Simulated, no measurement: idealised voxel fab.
Process module in this document: voxel trench capacitor
Each square cell in cross-section cut measures 5 nm, and the section as a whole is 230 nm wide.
Throughout this document, each cross-section is represented as a grid of square cells and is presented as a sequence of bands enumerated from the top downward, where a band comprises one or more rows of cells.
Band: top and bottom heights (nm) first, top before bottom; then materials from left to right, widths in nm. "everywhere" marks a sole material filling the band edge to edge. "air" denotes empty space.
Height is counted from the level 0, under which the received wafer is composed throughout of one material. The lowest of the bands is not closed at the bottom but continues downward, in the notation "from 0 down".
The two numbers in a width such as "30 to 40" mark its ends across the band: the first belongs to the top row of cells, the second to the bottom row, and from each row to the next the width moves by the same amount.
"stayed the same" for a step: no cell of the cross-section changed in that step.
The entry "Closed empty spaces" lists the empty spaces that cover at least 8 cells and have no open path to the top. Each is written as width x height at distance, where the distance is measured from the left edge and all three values are in nm.
Anything after a step's settings on that line? It's the simulator's own note about the step.
Regarding "overlay nm": on a step with a mask, it is the distance the mask lay to the right of its planned place; a negative value places it to the left.

# Planned step list for the process
1: op RECEIVE | material Si
2: op CONFORMAL_DEP | material SiN | thk nm 5
3: op DIRECTIONAL_DEP | material aC | thk nm 15
4: op PATTERN | tone open | mask id TRENCH | material resist | width nm 20 | pitch nm 40 | thk nm 30 | overlay nm 0
5: op DIRECTIONAL_ETCH | etch materials aC | depth nm 15
6: op STRIP | etch materials resist
7: op DIRECTIONAL_ETCH | etch materials SiN | depth nm 5
8: op DIRECTIONAL_ETCH | etch materials Si | depth nm 25
9: op STRIP | etch materials aC
10: op CONFORMAL_DEP | material SiO2 | thk nm 5
11: op FILL_DEP | material polySi | thk nm 10
12: op CMP | height nm 5

# First out of two wafers; run went to plan

# Cross-section of the incoming wafer, state after step 1
  from 0 down: Si everywhere
  Closed empty spaces: none

# Wafer section view after processing step 2
  from 5 to 0: SiN everywhere
  Anything lower than 0 is untouched.

# Wafer section view after processing step 3
  from 20 to 5: aC everywhere
  Anything lower than 5 is untouched.

# Wafer section view after processing step 4
  from 50 to 20: resist: 85; air: 20; resist: 20; air: 20; resist: 85
  Anything lower than 20 is untouched.

# Wafer section view after processing step 5
  from 35 to 20: resist: 85; air: 20; resist: 20; air: 20; resist: 85
  from 20 to 5: aC: 85; air: 20; aC: 20; air: 20; aC: 85
  Anything lower than 5 is untouched.

# Wafer section view after processing step 6
  from 20 to 5: aC: 85; air: 20; aC: 20; air: 20; aC: 85
  Anything lower than 5 is untouched.

# Wafer section view after processing step 7
  from 20 to 5: aC: 85; air: 20; aC: 20; air: 20; aC: 85
  from 5 to 0: SiN: 85; air: 20; SiN: 20; air: 20; SiN: 85
  Anything lower than 0 is untouched.

# Wafer section view after processing step 8
  from 20 to 5: aC: 85; air: 20; aC: 20; air: 20; aC: 85
  from 5 to 0: SiN: 85; air: 20; SiN: 20; air: 20; SiN: 85
  from 0 to -25: Si: 85; air: 20; Si: 20; air: 20; Si: 85
  Anything lower than -25 is untouched.

# Wafer section view after processing step 9
  from 5 to 0: SiN: 85; air: 20; SiN: 20; air: 20; SiN: 85
  Anything lower than 0 is untouched.

# Wafer section view after processing step 10
  from 10 to 5: SiO2: 90; air: 10; SiO2: 30; air: 10; SiO2: 90
  from 5 to 0: SiN: 85; SiO2: 5; air: 10; SiO2: 5; SiN: 20; SiO2: 5; air: 10; SiO2: 5; SiN: 85
  from 0 to -20: Si: 85; SiO2: 5; air: 10; SiO2: 5; Si: 20; SiO2: 5; air: 10; SiO2: 5; Si: 85
  from -20 to -25: Si: 85; SiO2: 20; Si: 20; SiO2: 20; Si: 85
  Anything lower than -25 is untouched.

# Wafer section view after processing step 11
  from 20 to 10: polySi everywhere
  from 10 to 5: SiO2: 90; polySi: 10; SiO2: 30; polySi: 10; SiO2: 90
  from 5 to 0: SiN: 85; SiO2: 5; polySi: 10; SiO2: 5; SiN: 20; SiO2: 5; polySi: 10; SiO2: 5; SiN: 85
  from 0 to -20: Si: 85; SiO2: 5; polySi: 10; SiO2: 5; Si: 20; SiO2: 5; polySi: 10; SiO2: 5; Si: 85
  Anything lower than -20 is untouched.

# Wafer section view after processing step 12
  from 5 to 0: SiN: 85; SiO2: 5; polySi: 10; SiO2: 5; SiN: 20; SiO2: 5; polySi: 10; SiO2: 5; SiN: 85
  Anything lower than 0 is untouched.

# Second wafer - shared start and plan with the first - one error in running - same as the first up to step 3 inclusive

# Planned end of step 4: second wafer, cross-section
  from 50 to 20: resist: 90; air: 15; resist: 25; air: 15; resist: 85
  Anything lower than 20 is untouched.

# Planned end of step 5: second wafer, cross-section
  from 35 to 20: resist: 90; air: 15; resist: 25; air: 15; resist: 85
  from 20 to 5: aC: 90; air: 15; aC: 25; air: 15; aC: 85
  Anything lower than 5 is untouched.

# Planned end of step 6: second wafer, cross-section
  from 20 to 5: aC: 90; air: 15; aC: 25; air: 15; aC: 85
  Anything lower than 5 is untouched.

# Planned end of step 7: second wafer, cross-section
  from 20 to 5: aC: 90; air: 15; aC: 25; air: 15; aC: 85
  from 5 to 0: SiN: 90; air: 15; SiN: 25; air: 15; SiN: 85
  Anything lower than 0 is untouched.

# Planned end of step 8: second wafer, cross-section
  from 20 to 5: aC: 90; air: 15; aC: 25; air: 15; aC: 85
  from 5 to 0: SiN: 90; air: 15; SiN: 25; air: 15; SiN: 85
  from 0 to -25: Si: 90; air: 15; Si: 25; air: 15; Si: 85
  Anything lower than -25 is untouched.

# Planned end of step 9: second wafer, cross-section
  from 5 to 0: SiN: 90; air: 15; SiN: 25; air: 15; SiN: 85
  Anything lower than 0 is untouched.

# Planned end of step 10: second wafer, cross-section
  from 10 to 5: SiO2: 95; air: 5; SiO2: 35; air: 5; SiO2: 90
  from 5 to 0: SiN: 90; SiO2: 5; air: 5; SiO2: 5; SiN: 25; SiO2: 5; air: 5; SiO2: 5; SiN: 85
  from 0 to -20: Si: 90; SiO2: 5; air: 5; SiO2: 5; Si: 25; SiO2: 5; air: 5; SiO2: 5; Si: 85
  from -20 to -25: Si: 90; SiO2: 15; Si: 25; SiO2: 15; Si: 85
  Anything lower than -25 is untouched.

# Planned end of step 11: second wafer, cross-section
  from 20 to 10: polySi everywhere
  from 10 to 5: SiO2: 95; polySi: 5; SiO2: 35; polySi: 5; SiO2: 90
  from 5 to 0: SiN: 90; SiO2: 5; polySi: 5; SiO2: 5; SiN: 25; SiO2: 5; polySi: 5; SiO2: 5; SiN: 85
  from 0 to -20: Si: 90; SiO2: 5; polySi: 5; SiO2: 5; Si: 25; SiO2: 5; polySi: 5; SiO2: 5; Si: 85
  Anything lower than -20 is untouched.

# Planned end of step 12: second wafer, cross-section
  from 5 to 0: SiN: 90; SiO2: 5; polySi: 5; SiO2: 5; SiN: 25; SiO2: 5; polySi: 5; SiO2: 5; SiN: 85
  Anything lower than 0 is untouched.
What broke from the plan during processing? not per plan at step 4, really ran op PATTERN | tone open | mask id TRENCH | material resist | width nm 15 | pitch nm 40 | thk nm 30 | overlay nm 0
Final difference in cells, second wafer against first, listed per material as more or fewer: +10 Si, +2 SiN, -2 SiO2, -10 polySi
